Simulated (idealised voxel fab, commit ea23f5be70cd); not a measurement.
Title: Process Module voxel wiring stack
We display cut, a cross-section 300 nm in width whose square cells are each 5 nm.
Think of the cross-section as a grid of square cells. We describe it in bands, top to bottom, and each band covers one or more rows of those cells.
Read a band's entry like this: the first values are the height of its top and the height of its bottom in nm, and what follows is the sequence of materials from left to right, each with its width in nm. Note that "air" is empty space, and that a single material marked "edge to edge" reaches across the band from edge to edge.
A quick word on heights: they are counted from 0, and under that level the wafer as it came to us is one material throughout. The lowest band is different from the rest in having no bottom; it simply continues downward, written as in "0 nm and below".
The expression "30 to 40" gives the width at the extremes of the band, the first number at its top row of cells and the second at its bottom row, with the width changing by equal amounts from each row to the next in between.
"remained unchanged" (step): cross-section cells unchanged, all of them.
"Closed void inventory" contains a list of empty spaces, each no smaller than 8 cells and without an open way to the top, written in the form width x height at distance with the distance from the left edge and all three in nm.
Anything after a step's settings on that line? It's the simulator's own note about the step.
Each step line may optionally specify "overlay nm", which for a step with a mask gives the rightward distance between the mask's planned place and where it lay, a negative value indicating the leftward direction.

### Process steps foreseen in the plan
| 1 | RECEIVE with material Si |
| 2 | CONFORMAL_DEP with material SiO2, thk nm 15 |
| 3 | CONFORMAL_DEP with material SiCN, thk nm 5 |
| 4 | DIRECTIONAL_DEP with material lowk, thk nm 15 |
| 5 | DIRECTIONAL_DEP with material aC, thk nm 10 |
| 6 | PATTERN with tone open, mask id METAL_1, material resist, width nm 25, pitch nm 40, thk nm 30, overlay nm 0 |
| 7 | DIRECTIONAL_ETCH with etch materials aC, depth nm 10 |
| 8 | STRIP with etch materials resist |
| 9 | DIRECTIONAL_ETCH with etch materials lowk, depth nm 15 |
| 10 | DIRECTIONAL_ETCH with etch materials SiCN, depth nm 5 |
| 11 | STRIP with etch materials aC |
| 12 | CONFORMAL_DEP with material TiN, thk nm 5 |
| 13 | FILL_DEP with material Ru, thk nm 10 |
| 14 | CMP with height nm 35 |
| 15 | EPI with material Ru, thk nm 5 |
| 16 | FILL_DEP with material SiCN, thk nm 5 |
| 17 | DIRECTIONAL_DEP with material lowk, thk nm 15 |
| 18 | DIRECTIONAL_DEP with material aC, thk nm 10 |
| 19 | PATTERN with tone open, mask id PLUG_1, material resist, width nm 15, pitch nm 40, thk nm 25, overlay nm 0 |
| 20 | DIRECTIONAL_ETCH with etch materials aC, depth nm 10 |
| 21 | STRIP with etch materials resist |
| 22 | DIRECTIONAL_ETCH with etch materials lowk, depth nm 15 |
| 23 | DIRECTIONAL_ETCH with etch materials SiCN, depth nm 5 |
| 24 | STRIP with etch materials aC |
| 25 | EPI with material Ru, thk nm 10 |
| 26 | EPI with material Ru, thk nm 10 |
| 27 | DIRECTIONAL_DEP with material TiN, thk nm 5 |
| 28 | DIRECTIONAL_DEP with material W, thk nm 20 |
| 29 | PATTERN with tone cover, mask id METAL_2, material resist, width nm 25, pitch nm 40, thk nm 15, overlay nm 0 |
| 30 | DIRECTIONAL_ETCH with etch materials W, depth nm 20 |
| 31 | DIRECTIONAL_ETCH with etch materials TiN, depth nm 5 |
| 32 | STRIP with etch materials resist |
| 33 | FILL_DEP with material SiO2, thk nm 5 |
| 34 | CMP with height nm 85 |
| 35 | CONFORMAL_DEP with material SiCN, thk nm 5 |
| 36 | DIRECTIONAL_DEP with material SiO2, thk nm 35 |
| 37 | DIRECTIONAL_DEP with material aC, thk nm 15 |
| 38 | PATTERN with tone open, mask id METAL_3, material resist, width nm 25, pitch nm 40, thk nm 35, overlay nm 0 |
| 39 | DIRECTIONAL_ETCH with etch materials aC, depth nm 15 |
| 40 | STRIP with etch materials resist |
| 41 | DIRECTIONAL_ETCH with etch materials SiO2, depth nm 20 |
| 42 | STRIP with etch materials aC |
| 43 | PATTERN with tone open, mask id METAL_3_HOLES, material resist, width nm 15, thk nm 15, overlay nm 0 |
| 44 | DIRECTIONAL_ETCH with etch materials SiO2, depth nm 15 |
| 45 | DIRECTIONAL_ETCH with etch materials SiCN, depth nm 5 |
| 46 | STRIP with etch materials resist |
| 47 | CONFORMAL_DEP with material TiN, thk nm 5 |
| 48 | FILL_DEP with material Ru, thk nm 10 |
| 49 | CMP with height nm 125 |
| 50 | CONFORMAL_DEP with material SiCN, thk nm 5 |
| 51 | DIRECTIONAL_DEP with material lowk, thk nm 25 |
| 52 | PATTERN with tone open, mask id METAL_4_HOLES, material resist, width nm 15, pitch nm 40, thk nm 20, overlay nm 0 |
| 53 | DIRECTIONAL_ETCH with etch materials lowk, depth nm 25 |
| 54 | STRIP with etch materials resist |
| 55 | PATTERN with tone open, mask id METAL_4, material resist, width nm 25, pitch nm 40, thk nm 20, overlay nm 0 |
| 56 | DIRECTIONAL_ETCH with etch materials lowk, depth nm 15 |
| 57 | DIRECTIONAL_ETCH with etch materials SiCN, depth nm 5 |
| 58 | STRIP with etch materials resist |
| 59 | CONFORMAL_DEP with material TiN, thk nm 5 |
| 60 | FILL_DEP with material Cu, thk nm 5 |
| 61 | CMP with height nm 155 |
| 62 | CONFORMAL_DEP with material SiCN, thk nm 5 |

### So, the first of our two wafers, run just as we planned it

### Incoming wafer in cross-section (state: after step 1)
    0 nm and below | Si edge to edge
    Closed void inventory: none

### Step 2 complete: cross-section through the wafer
    15 nm to 0 nm | SiO2 edge to edge
    Heights below 0 show no change.

### Step 3 complete: cross-section through the wafer
    20 nm to 15 nm | SiCN edge to edge
    Heights below 15 show no change.

### Step 4 complete: cross-section through the wafer
    35 nm to 20 nm | lowk edge to edge
    Heights below 20 show no change.

### Step 5 complete: cross-section through the wafer
    45 nm to 35 nm | aC edge to edge
    Heights below 35 show no change.

### Step 6 complete: cross-section through the wafer
    75 nm to 45 nm | 115 nm resist, 25 nm air, 15 nm resist, 25 nm air, 120 nm resist
    Heights below 45 show no change.

### Step 7 complete: cross-section through the wafer
    65 nm to 45 nm | 115 nm resist, 25 nm air, 15 nm resist, 25 nm air, 120 nm resist
    45 nm to 35 nm | 115 nm aC, 25 nm air, 15 nm aC, 25 nm air, 120 nm aC
    Heights below 35 show no change.

### Step 8 complete: cross-section through the wafer
    45 nm to 35 nm | 115 nm aC, 25 nm air, 15 nm aC, 25 nm air, 120 nm aC
    Heights below 35 show no change.

### Step 9 complete: cross-section through the wafer
    45 nm to 35 nm | 115 nm aC, 25 nm air, 15 nm aC, 25 nm air, 120 nm aC
    35 nm to 20 nm | 115 nm lowk, 25 nm air, 15 nm lowk, 25 nm air, 120 nm lowk
    Heights below 20 show no change.

### Step 10 complete: cross-section through the wafer
    45 nm to 35 nm | 115 nm aC, 25 nm air, 15 nm aC, 25 nm air, 120 nm aC
    35 nm to 20 nm | 115 nm lowk, 25 nm air, 15 nm lowk, 25 nm air, 120 nm lowk
    20 nm to 15 nm | 115 nm SiCN, 25 nm air, 15 nm SiCN, 25 nm air, 120 nm SiCN
    Heights below 15 show no change.

### Step 11 complete: cross-section through the wafer
    35 nm to 20 nm | 115 nm lowk, 25 nm air, 15 nm lowk, 25 nm air, 120 nm lowk
    Heights below 20 show no change.

### Step 12 complete: cross-section through the wafer
    40 nm to 35 nm | 120 nm TiN, 15 nm air, 25 nm TiN, 15 nm air, 125 nm TiN
    35 nm to 20 nm | 115 nm lowk, 5 nm TiN, 15 nm air, 5 nm TiN, 15 nm lowk, 5 nm TiN, 15 nm air, 5 nm TiN, 120 nm lowk
    20 nm to 15 nm | 115 nm SiCN, 25 nm TiN, 15 nm SiCN, 25 nm TiN, 120 nm SiCN
    Heights below 15 show no change.

### Step 13 complete: cross-section through the wafer
    50 nm to 40 nm | Ru edge to edge
    40 nm to 35 nm | 120 nm TiN, 15 nm Ru, 25 nm TiN, 15 nm Ru, 125 nm TiN
    35 nm to 20 nm | 115 nm lowk, 5 nm TiN, 15 nm Ru, 5 nm TiN, 15 nm lowk, 5 nm TiN, 15 nm Ru, 5 nm TiN, 120 nm lowk
    Heights below 20 show no change.

### Step 14 complete: cross-section through the wafer
    35 nm to 20 nm | 115 nm lowk, 5 nm TiN, 15 nm Ru, 5 nm TiN, 15 nm lowk, 5 nm TiN, 15 nm Ru, 5 nm TiN, 120 nm lowk
    Heights below 20 show no change.

### Step 15 complete: cross-section through the wafer
    40 nm to 35 nm | 110 nm air, 35 nm Ru, 5 nm air, 35 nm Ru, 115 nm air
    Heights below 35 show no change.

### Step 16 complete: cross-section through the wafer
    45 nm to 40 nm | SiCN edge to edge
    40 nm to 35 nm | 110 nm SiCN, 35 nm Ru, 5 nm SiCN, 35 nm Ru, 115 nm SiCN
    Heights below 35 show no change.

### Step 17 complete: cross-section through the wafer
    60 nm to 45 nm | lowk edge to edge
    Heights below 45 show no change.

### Step 18 complete: cross-section through the wafer
    70 nm to 60 nm | aC edge to edge
    Heights below 60 show no change.

### Step 19 complete: cross-section through the wafer
    95 nm to 70 nm | 115 nm resist, 15 nm air, 25 nm resist, 15 nm air, 130 nm resist
    Heights below 70 show no change.

### Step 20 complete: cross-section through the wafer
    85 nm to 70 nm | 115 nm resist, 15 nm air, 25 nm resist, 15 nm air, 130 nm resist
    70 nm to 60 nm | 115 nm aC, 15 nm air, 25 nm aC, 15 nm air, 130 nm aC
    Heights below 60 show no change.

### Step 21 complete: cross-section through the wafer
    70 nm to 60 nm | 115 nm aC, 15 nm air, 25 nm aC, 15 nm air, 130 nm aC
    Heights below 60 show no change.

### Step 22 complete: cross-section through the wafer
    70 nm to 60 nm | 115 nm aC, 15 nm air, 25 nm aC, 15 nm air, 130 nm aC
    60 nm to 45 nm | 115 nm lowk, 15 nm air, 25 nm lowk, 15 nm air, 130 nm lowk
    Heights below 45 show no change.

### Step 23 complete: cross-section through the wafer
    70 nm to 60 nm | 115 nm aC, 15 nm air, 25 nm aC, 15 nm air, 130 nm aC
    60 nm to 45 nm | 115 nm lowk, 15 nm air, 25 nm lowk, 15 nm air, 130 nm lowk
    45 nm to 40 nm | 115 nm SiCN, 15 nm air, 25 nm SiCN, 15 nm air, 130 nm SiCN
    Heights below 40 show no change.

### Step 24 complete: cross-section through the wafer
    60 nm to 45 nm | 115 nm lowk, 15 nm air, 25 nm lowk, 15 nm air, 130 nm lowk
    Heights below 45 show no change.

### Step 25 complete: cross-section through the wafer
    60 nm to 50 nm | 115 nm lowk, 15 nm air, 25 nm lowk, 15 nm air, 130 nm lowk
    50 nm to 45 nm | 115 nm lowk, 15 nm Ru, 25 nm lowk, 15 nm Ru, 130 nm lowk
    45 nm to 35 nm | 115 to 110 nm SiCN, 15 to 35 nm Ru, 25 to 5 nm SiCN, 15 to 35 nm Ru, 130 to 115 nm SiCN
    Heights below 35 show no change.

### Step 26 complete: cross-section through the wafer
    60 nm to 45 nm | 115 nm lowk, 15 nm Ru, 25 nm lowk, 15 nm Ru, 130 nm lowk
    Heights below 45 show no change.

### Step 27 complete: cross-section through the wafer
    65 nm to 60 nm | TiN edge to edge
    Heights below 60 show no change.

### Step 28 complete: cross-section through the wafer
    85 nm to 65 nm | W edge to edge
    Heights below 65 show no change.

### Step 29 complete: cross-section through the wafer
    100 nm to 85 nm | 115 nm air, 25 nm resist, 15 nm air, 25 nm resist, 120 nm air
    Heights below 85 show no change.

### Step 30 complete: cross-section through the wafer
    100 nm to 85 nm | 115 nm air, 25 nm resist, 15 nm air, 25 nm resist, 120 nm air
    85 nm to 65 nm | 115 nm air, 25 nm W, 15 nm air, 25 nm W, 120 nm air
    Heights below 65 show no change.

### Step 31 complete: cross-section through the wafer
    100 nm to 85 nm | 115 nm air, 25 nm resist, 15 nm air, 25 nm resist, 120 nm air
    85 nm to 65 nm | 115 nm air, 25 nm W, 15 nm air, 25 nm W, 120 nm air
    65 nm to 60 nm | 115 nm air, 25 nm TiN, 15 nm air, 25 nm TiN, 120 nm air
    Heights below 60 show no change.

### Step 32 complete: cross-section through the wafer
    85 nm to 65 nm | 115 nm air, 25 nm W, 15 nm air, 25 nm W, 120 nm air
    Heights below 65 show no change.

### Step 33 complete: cross-section through the wafer
    90 nm to 85 nm | SiO2 edge to edge
    85 nm to 65 nm | 115 nm SiO2, 25 nm W, 15 nm SiO2, 25 nm W, 120 nm SiO2
    65 nm to 60 nm | 115 nm SiO2, 25 nm TiN, 15 nm SiO2, 25 nm TiN, 120 nm SiO2
    Heights below 60 show no change.

### Step 34 complete: cross-section through the wafer
    85 nm to 65 nm | 115 nm SiO2, 25 nm W, 15 nm SiO2, 25 nm W, 120 nm SiO2
    Heights below 65 show no change.

### Step 35 complete: cross-section through the wafer
    90 nm to 85 nm | SiCN edge to edge
    Heights below 85 show no change.

### Step 36 complete: cross-section through the wafer
    125 nm to 90 nm | SiO2 edge to edge
    Heights below 90 show no change.

### Step 37 complete: cross-section through the wafer
    140 nm to 125 nm | aC edge to edge
    Heights below 125 show no change.

### Step 38 complete: cross-section through the wafer
    175 nm to 140 nm | 115 nm resist, 25 nm air, 15 nm resist, 25 nm air, 120 nm resist
    Heights below 140 show no change.

### Step 39 complete: cross-section through the wafer
    160 nm to 140 nm | 115 nm resist, 25 nm air, 15 nm resist, 25 nm air, 120 nm resist
    140 nm to 125 nm | 115 nm aC, 25 nm air, 15 nm aC, 25 nm air, 120 nm aC
    Heights below 125 show no change.

### Step 40 complete: cross-section through the wafer
    140 nm to 125 nm | 115 nm aC, 25 nm air, 15 nm aC, 25 nm air, 120 nm aC
    Heights below 125 show no change.

### Step 41 complete: cross-section through the wafer
    140 nm to 125 nm | 115 nm aC, 25 nm air, 15 nm aC, 25 nm air, 120 nm aC
    125 nm to 105 nm | 115 nm SiO2, 25 nm air, 15 nm SiO2, 25 nm air, 120 nm SiO2
    Heights below 105 show no change.

### Step 42 complete: cross-section through the wafer
    125 nm to 105 nm | 115 nm SiO2, 25 nm air, 15 nm SiO2, 25 nm air, 120 nm SiO2
    Heights below 105 show no change.

### Step 43 complete: cross-section through the wafer
    140 nm to 125 nm | 115 nm resist, 15 nm air, 170 nm resist
    125 nm to 105 nm | 115 nm SiO2, 15 nm air, 10 nm resist, 15 nm SiO2, 25 nm resist, 120 nm SiO2
    Heights below 105 show no change.

### Step 44 complete: cross-section through the wafer
    140 nm to 125 nm | 115 nm resist, 15 nm air, 170 nm resist
    125 nm to 105 nm | 115 nm SiO2, 15 nm air, 10 nm resist, 15 nm SiO2, 25 nm resist, 120 nm SiO2
    105 nm to 90 nm | 115 nm SiO2, 15 nm air, 170 nm SiO2
    Heights below 90 show no change.

### Step 45 complete: cross-section through the wafer
    140 nm to 125 nm | 115 nm resist, 15 nm air, 170 nm resist
    125 nm to 105 nm | 115 nm SiO2, 15 nm air, 10 nm resist, 15 nm SiO2, 25 nm resist, 120 nm SiO2
    105 nm to 90 nm | 115 nm SiO2, 15 nm air, 170 nm SiO2
    90 nm to 85 nm | 115 nm SiCN, 15 nm air, 170 nm SiCN
    Heights below 85 show no change.

### Step 46 complete: cross-section through the wafer
    125 nm to 105 nm | 115 nm SiO2, 25 nm air, 15 nm SiO2, 25 nm air, 120 nm SiO2
    Heights below 105 show no change.

### Step 47 complete: cross-section through the wafer
    130 nm to 125 nm | 120 nm TiN, 15 nm air, 25 nm TiN, 15 nm air, 125 nm TiN
    125 nm to 110 nm | 115 nm SiO2, 5 nm TiN, 15 nm air, 5 nm TiN, 15 nm SiO2, 5 nm TiN, 15 nm air, 5 nm TiN, 120 nm SiO2
    110 nm to 105 nm | 115 nm SiO2, 5 nm TiN, 5 nm air, 15 nm TiN, 15 nm SiO2, 25 nm TiN, 120 nm SiO2
    105 nm to 90 nm | 115 nm SiO2, 5 nm TiN, 5 nm air, 5 nm TiN, 170 nm SiO2
    90 nm to 85 nm | 115 nm SiCN, 15 nm TiN, 170 nm SiCN
    Heights below 85 show no change.

### Step 48 complete: cross-section through the wafer
    140 nm to 130 nm | Ru edge to edge
    130 nm to 125 nm | 120 nm TiN, 15 nm Ru, 25 nm TiN, 15 nm Ru, 125 nm TiN
    125 nm to 110 nm | 115 nm SiO2, 5 nm TiN, 15 nm Ru, 5 nm TiN, 15 nm SiO2, 5 nm TiN, 15 nm Ru, 5 nm TiN, 120 nm SiO2
    110 nm to 105 nm | 115 nm SiO2, 5 nm TiN, 5 nm Ru, 15 nm TiN, 15 nm SiO2, 25 nm TiN, 120 nm SiO2
    105 nm to 90 nm | 115 nm SiO2, 5 nm TiN, 5 nm Ru, 5 nm TiN, 170 nm SiO2
    Heights below 90 show no change.

### Step 49 complete: cross-section through the wafer
    125 nm to 110 nm | 115 nm SiO2, 5 nm TiN, 15 nm Ru, 5 nm TiN, 15 nm SiO2, 5 nm TiN, 15 nm Ru, 5 nm TiN, 120 nm SiO2
    Heights below 110 show no change.

### Step 50 complete: cross-section through the wafer
    130 nm to 125 nm | SiCN edge to edge
    Heights below 125 show no change.

### Step 51 complete: cross-section through the wafer
    155 nm to 130 nm | lowk edge to edge
    Heights below 130 show no change.

### Step 52 complete: cross-section through the wafer
    175 nm to 155 nm | 115 nm resist, 15 nm air, 25 nm resist, 15 nm air, 130 nm resist
    Heights below 155 show no change.

### Step 53 complete: cross-section through the wafer
    175 nm to 155 nm | 115 nm resist, 15 nm air, 25 nm resist, 15 nm air, 130 nm resist
    155 nm to 130 nm | 115 nm lowk, 15 nm air, 25 nm lowk, 15 nm air, 130 nm lowk
    Heights below 130 show no change.

### Step 54 complete: cross-section through the wafer
    155 nm to 130 nm | 115 nm lowk, 15 nm air, 25 nm lowk, 15 nm air, 130 nm lowk
    Heights below 130 show no change.

### Step 55 complete: cross-section through the wafer
    175 nm to 155 nm | 115 nm resist, 25 nm air, 15 nm resist, 25 nm air, 120 nm resist
    Heights below 155 show no change.

### Step 56 complete: cross-section through the wafer
    175 nm to 155 nm | 115 nm resist, 25 nm air, 15 nm resist, 25 nm air, 120 nm resist
    155 nm to 140 nm | 115 nm lowk, 25 nm air, 15 nm lowk, 25 nm air, 120 nm lowk
    Heights below 140 show no change.

### Step 57 complete: cross-section through the wafer
    175 nm to 155 nm | 115 nm resist, 25 nm air, 15 nm resist, 25 nm air, 120 nm resist
    155 nm to 140 nm | 115 nm lowk, 25 nm air, 15 nm lowk, 25 nm air, 120 nm lowk
    140 nm to 130 nm | 115 nm lowk, 15 nm air, 25 nm lowk, 15 nm air, 130 nm lowk
    130 nm to 125 nm | 115 nm SiCN, 15 nm air, 25 nm SiCN, 15 nm air, 130 nm SiCN
    Heights below 125 show no change.

### Step 58 complete: cross-section through the wafer
    155 nm to 140 nm | 115 nm lowk, 25 nm air, 15 nm lowk, 25 nm air, 120 nm lowk
    Heights below 140 show no change.

### Step 59 complete: cross-section through the wafer
    160 nm to 155 nm | 120 nm TiN, 15 nm air, 25 nm TiN, 15 nm air, 125 nm TiN
    155 nm to 145 nm | 115 nm lowk, 5 nm TiN, 15 nm air, 5 nm TiN, 15 nm lowk, 5 nm TiN, 15 nm air, 5 nm TiN, 120 nm lowk
    145 nm to 140 nm | 115 nm lowk, 5 nm TiN, 5 nm air, 15 nm TiN, 15 nm lowk, 5 nm TiN, 5 nm air, 15 nm TiN, 120 nm lowk
    140 nm to 130 nm | 115 nm lowk, 5 nm TiN, 5 nm air, 5 nm TiN, 25 nm lowk, 5 nm TiN, 5 nm air, 5 nm TiN, 130 nm lowk
    130 nm to 125 nm | 115 nm SiCN, 15 nm TiN, 25 nm SiCN, 15 nm TiN, 130 nm SiCN
    Heights below 125 show no change.

### Step 60 complete: cross-section through the wafer
    165 nm to 160 nm | Cu edge to edge
    160 nm to 155 nm | 120 nm TiN, 15 nm Cu, 25 nm TiN, 15 nm Cu, 125 nm TiN
    155 nm to 145 nm | 115 nm lowk, 5 nm TiN, 15 nm Cu, 5 nm TiN, 15 nm lowk, 5 nm TiN, 15 nm Cu, 5 nm TiN, 120 nm lowk
    145 nm to 140 nm | 115 nm lowk, 5 nm TiN, 5 nm Cu, 15 nm TiN, 15 nm lowk, 5 nm TiN, 5 nm Cu, 15 nm TiN, 120 nm lowk
    140 nm to 130 nm | 115 nm lowk, 5 nm TiN, 5 nm Cu, 5 nm TiN, 25 nm lowk, 5 nm TiN, 5 nm Cu, 5 nm TiN, 130 nm lowk
    Heights below 130 show no change.

### Step 61 complete: cross-section through the wafer
    155 nm to 145 nm | 115 nm lowk, 5 nm TiN, 15 nm Cu, 5 nm TiN, 15 nm lowk, 5 nm TiN, 15 nm Cu, 5 nm TiN, 120 nm lowk
    Heights below 145 show no change.

### Step 62 complete: cross-section through the wafer
    160 nm to 155 nm | SiCN edge to edge
    Heights below 155 show no change.

### The second wafer was prepared from the same starting point and under the same plan as the first; its processing contained one mistake, and it remains indistinguishable from the first wafer up to and including step 42

### Second wafer, sectioned view, at step 43's planned end time
    110 nm to 90 nm | 115 nm SiO2, 25 nm air, 15 nm SiO2, 25 nm air, 120 nm SiO2
    Heights below 90 show no change.

### Second wafer, sectioned view, at step 44's planned end time
    125 nm to 110 nm | 115 nm resist, 15 nm air, 170 nm resist
    110 nm to 90 nm | 115 nm SiO2, 15 nm air, 10 nm resist, 15 nm SiO2, 25 nm resist, 120 nm SiO2
    Heights below 90 show no change.

### Second wafer, sectioned view, at step 45's planned end time
    125 nm to 110 nm | 115 nm resist, 15 nm air, 170 nm resist
    110 nm to 90 nm | 115 nm SiO2, 15 nm air, 10 nm resist, 15 nm SiO2, 25 nm resist, 120 nm SiO2
    90 nm to 85 nm | 115 nm SiCN, 15 nm air, 170 nm SiCN
    Heights below 85 show no change.

### Second wafer, sectioned view, at step 46's planned end time
    110 nm to 90 nm | 115 nm SiO2, 25 nm air, 15 nm SiO2, 25 nm air, 120 nm SiO2
    Heights below 90 show no change.

### Second wafer, sectioned view, at step 47's planned end time
    115 nm to 110 nm | 120 nm TiN, 15 nm air, 25 nm TiN, 15 nm air, 125 nm TiN
    110 nm to 95 nm | 115 nm SiO2, 5 nm TiN, 15 nm air, 5 nm TiN, 15 nm SiO2, 5 nm TiN, 15 nm air, 5 nm TiN, 120 nm SiO2
    95 nm to 90 nm | 115 nm SiO2, 5 nm TiN, 5 nm air, 15 nm TiN, 15 nm SiO2, 25 nm TiN, 120 nm SiO2
    90 nm to 85 nm | 115 nm SiCN, 15 nm TiN, 170 nm SiCN
    Heights below 85 show no change.

### Second wafer, sectioned view, at step 48's planned end time
    125 nm to 115 nm | Ru edge to edge
    115 nm to 110 nm | 120 nm TiN, 15 nm Ru, 25 nm TiN, 15 nm Ru, 125 nm TiN
    110 nm to 95 nm | 115 nm SiO2, 5 nm TiN, 15 nm Ru, 5 nm TiN, 15 nm SiO2, 5 nm TiN, 15 nm Ru, 5 nm TiN, 120 nm SiO2
    95 nm to 90 nm | 115 nm SiO2, 5 nm TiN, 5 nm Ru, 15 nm TiN, 15 nm SiO2, 25 nm TiN, 120 nm SiO2
    Heights below 90 show no change.

Second wafer, sectioned view, at step 49's planned end time: remained unchanged

### Second wafer, sectioned view, at step 50's planned end time
    130 nm to 125 nm | SiCN edge to edge
    Heights below 125 show no change.

### Second wafer, sectioned view, at step 51's planned end time
    155 nm to 130 nm | lowk edge to edge
    Heights below 130 show no change.

### Second wafer, sectioned view, at step 52's planned end time
    175 nm to 155 nm | 115 nm resist, 15 nm air, 25 nm resist, 15 nm air, 130 nm resist
    Heights below 155 show no change.

### Second wafer, sectioned view, at step 53's planned end time
    175 nm to 155 nm | 115 nm resist, 15 nm air, 25 nm resist, 15 nm air, 130 nm resist
    155 nm to 130 nm | 115 nm lowk, 15 nm air, 25 nm lowk, 15 nm air, 130 nm lowk
    Heights below 130 show no change.

### Second wafer, sectioned view, at step 54's planned end time
    155 nm to 130 nm | 115 nm lowk, 15 nm air, 25 nm lowk, 15 nm air, 130 nm lowk
    Heights below 130 show no change.

### Second wafer, sectioned view, at step 55's planned end time
    175 nm to 155 nm | 115 nm resist, 25 nm air, 15 nm resist, 25 nm air, 120 nm resist
    Heights below 155 show no change.

### Second wafer, sectioned view, at step 56's planned end time
    175 nm to 155 nm | 115 nm resist, 25 nm air, 15 nm resist, 25 nm air, 120 nm resist
    155 nm to 140 nm | 115 nm lowk, 25 nm air, 15 nm lowk, 25 nm air, 120 nm lowk
    Heights below 140 show no change.

### Second wafer, sectioned view, at step 57's planned end time
    175 nm to 155 nm | 115 nm resist, 25 nm air, 15 nm resist, 25 nm air, 120 nm resist
    155 nm to 140 nm | 115 nm lowk, 25 nm air, 15 nm lowk, 25 nm air, 120 nm lowk
    140 nm to 130 nm | 115 nm lowk, 15 nm air, 25 nm lowk, 15 nm air, 130 nm lowk
    130 nm to 125 nm | 115 nm SiCN, 15 nm air, 25 nm SiCN, 15 nm air, 130 nm SiCN
    Heights below 125 show no change.

### Second wafer, sectioned view, at step 58's planned end time
    155 nm to 140 nm | 115 nm lowk, 25 nm air, 15 nm lowk, 25 nm air, 120 nm lowk
    Heights below 140 show no change.

### Second wafer, sectioned view, at step 59's planned end time
    160 nm to 155 nm | 120 nm TiN, 15 nm air, 25 nm TiN, 15 nm air, 125 nm TiN
    155 nm to 145 nm | 115 nm lowk, 5 nm TiN, 15 nm air, 5 nm TiN, 15 nm lowk, 5 nm TiN, 15 nm air, 5 nm TiN, 120 nm lowk
    145 nm to 140 nm | 115 nm lowk, 5 nm TiN, 5 nm air, 15 nm TiN, 15 nm lowk, 5 nm TiN, 5 nm air, 15 nm TiN, 120 nm lowk
    140 nm to 130 nm | 115 nm lowk, 5 nm TiN, 5 nm air, 5 nm TiN, 25 nm lowk, 5 nm TiN, 5 nm air, 5 nm TiN, 130 nm lowk
    130 nm to 125 nm | 115 nm SiCN, 15 nm TiN, 25 nm SiCN, 15 nm TiN, 130 nm SiCN
    Heights below 125 show no change.

### Second wafer, sectioned view, at step 60's planned end time
    165 nm to 160 nm | Cu edge to edge
    160 nm to 155 nm | 120 nm TiN, 15 nm Cu, 25 nm TiN, 15 nm Cu, 125 nm TiN
    155 nm to 145 nm | 115 nm lowk, 5 nm TiN, 15 nm Cu, 5 nm TiN, 15 nm lowk, 5 nm TiN, 15 nm Cu, 5 nm TiN, 120 nm lowk
    145 nm to 140 nm | 115 nm lowk, 5 nm TiN, 5 nm Cu, 15 nm TiN, 15 nm lowk, 5 nm TiN, 5 nm Cu, 15 nm TiN, 120 nm lowk
    140 nm to 130 nm | 115 nm lowk, 5 nm TiN, 5 nm Cu, 5 nm TiN, 25 nm lowk, 5 nm TiN, 5 nm Cu, 5 nm TiN, 130 nm lowk
    Heights below 130 show no change.

### Second wafer, sectioned view, at step 61's planned end time
    155 nm to 145 nm | 115 nm lowk, 5 nm TiN, 15 nm Cu, 5 nm TiN, 15 nm lowk, 5 nm TiN, 15 nm Cu, 5 nm TiN, 120 nm lowk
    Heights below 145 show no change.

### Second wafer, sectioned view, at step 62's planned end time
    160 nm to 155 nm | SiCN edge to edge
    Heights below 155 show no change.
The mistake made against the process plan was this: mixed up steps 43 and 44 - ran each in the other's place
End of process, cell counts, second wafer against first, materials with more or fewer: Ru +123, SiO2 -171, TiN +48
